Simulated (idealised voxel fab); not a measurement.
The name of this process module is voxel self aligned contacts.
cross-section cut | 205 nm wide | cells 5 nm
Bands, listed from the top down, are how a cross-section gets written in this document; the cross-section itself is a grid of square cells, and a band is one or more rows of them. Heights first: top, then bottom, in nm. Then materials, left to right, each with a width in nm. "edge to edge" on a single material: fills the band edge to edge. "empty": empty space. Where do heights start? At 0: under that level the wafer as delivered is made of one material only. And the lowest band has no floor; it just carries on downward, as in "0 down". A width such as "30 to 40" changes by the same amount from each row of cells to the next, from the band's top row to its bottom row. "stayed the same" (step): cross-section cells unchanged, all of them. Empty spaces counting at least 8 cells and having no open way to the top are listed in "Closed-off voids". The notation width x height at distance is used for each, the distance being from the left edge and all three values in nm. Heads up: the bit after the settings on a step's line is the simulator's remark on that step. "overlay nm" denotes, for a step that has a mask, the displacement of the mask to the right of its planned place, with negative values corresponding to the left.

PROCESS STEPS (PLANNED)
1) RECEIVE: material Si
2) OXIDIZE: depth nm 5
3) DIRECTIONAL_DEP: material polySi, thk nm 20
4) DIRECTIONAL_DEP: material SiN, thk nm 15
5) DIRECTIONAL_DEP: material aC, thk nm 10
6) PATTERN: tone cover, mask id GATE, material resist, width nm 30, pitch nm 55, thk nm 25, overlay nm 0
7) DIRECTIONAL_ETCH: etch materials aC, depth nm 10
8) STRIP: etch materials resist
9) DIRECTIONAL_ETCH: etch materials SiN, depth nm 15
10) DIRECTIONAL_ETCH: etch materials polySi, depth nm 20
11) STRIP: etch materials aC
12) CONFORMAL_DEP: material SiN, thk nm 5
13) DIRECTIONAL_ETCH: etch materials SiN, depth nm 5
14) FILL_DEP: material SiO2, thk nm 15
15) CMP: height nm 40
16) DIRECTIONAL_DEP: material aC, thk nm 10
17) PATTERN: tone open, mask id CONTACT, material resist, width nm 35, pitch nm 55, thk nm 30, overlay nm 0
18) DIRECTIONAL_ETCH: etch materials aC, depth nm 10
19) STRIP: etch materials resist
20) DIRECTIONAL_ETCH: etch materials SiO2, depth nm 45
21) STRIP: etch materials aC
22) CONFORMAL_DEP: material TiN, thk nm 5
23) FILL_DEP: material Ru, thk nm 10
24) CMP: height nm 40
25) CONFORMAL_DEP: material SiN, thk nm 5

INCOMING WAFER IN CROSS-SECTION (STATE: AFTER STEP 1)
- 0 down: Si edge to edge
- Closed-off voids: none

END-OF-MODULE XS, FIRST OF TWO WAFERS, RUN AS PLANNED
- 45 to 40: SiN edge to edge
- 40 to 35: SiO2 55 nm | TiN 15 nm | Ru 5 nm | TiN 15 nm | SiO2 20 nm | TiN 15 nm | Ru 5 nm | TiN 15 nm | SiO2 60 nm
- 35 to 20: SiO2 25 nm | SiN 40 nm | TiN 5 nm | Ru 5 nm | TiN 5 nm | SiN 40 nm | TiN 5 nm | Ru 5 nm | TiN 5 nm | SiN 40 nm | SiO2 30 nm
- 20 to 0: SiO2 25 nm | SiN 5 nm | polySi 30 nm | SiN 5 nm | TiN 5 nm | Ru 5 nm | TiN 5 nm | SiN 5 nm | polySi 30 nm | SiN 5 nm | TiN 5 nm | Ru 5 nm | TiN 5 nm | SiN 5 nm | polySi 30 nm | SiN 5 nm | SiO2 30 nm
- 0 to -5: SiO2 65 nm | TiN 15 nm | SiO2 40 nm | TiN 15 nm | SiO2 70 nm
- -5 down: Si edge to edge
- Closed-off voids: none

HERE IS THE SECOND OF THE TWO WAFERS CUT OPEN AT THE END OF THE MODULE - SAME START, SAME PLAN AS THE FIRST ONE, BUT WE MADE ONE MISTAKE RUNNING IT
- 45 to 40: SiN edge to edge
- 40 to 35: SiO2 55 nm | TiN 35 nm | SiO2 20 nm | TiN 35 nm | SiO2 60 nm
- 35 to 20: SiN 35 nm | SiO2 20 nm | SiN 35 nm | SiO2 20 nm | SiN 35 nm | SiO2 20 nm | SiN 40 nm
- 20 to 0: polySi 30 nm | SiN 5 nm | SiO2 20 nm | SiN 5 nm | polySi 25 nm | SiN 5 nm | SiO2 20 nm | SiN 5 nm | polySi 25 nm | SiN 5 nm | SiO2 20 nm | SiN 5 nm | polySi 35 nm
- 0 to -5: SiO2 edge to edge
- -5 down: Si edge to edge
- Closed-off voids: none
Short version of what went wrong: step 6 changed vs plan, executed as PATTERN: tone open, mask id GATE, material resist, width nm 30, pitch nm 55, thk nm 25, overlay nm 0
The second wafer ends with more or fewer cells of some materials than the first, per final count: Ru: 16 fewer | SiN: 15 more | SiO2: 13 more | TiN: 32 fewer | polySi: 20 more
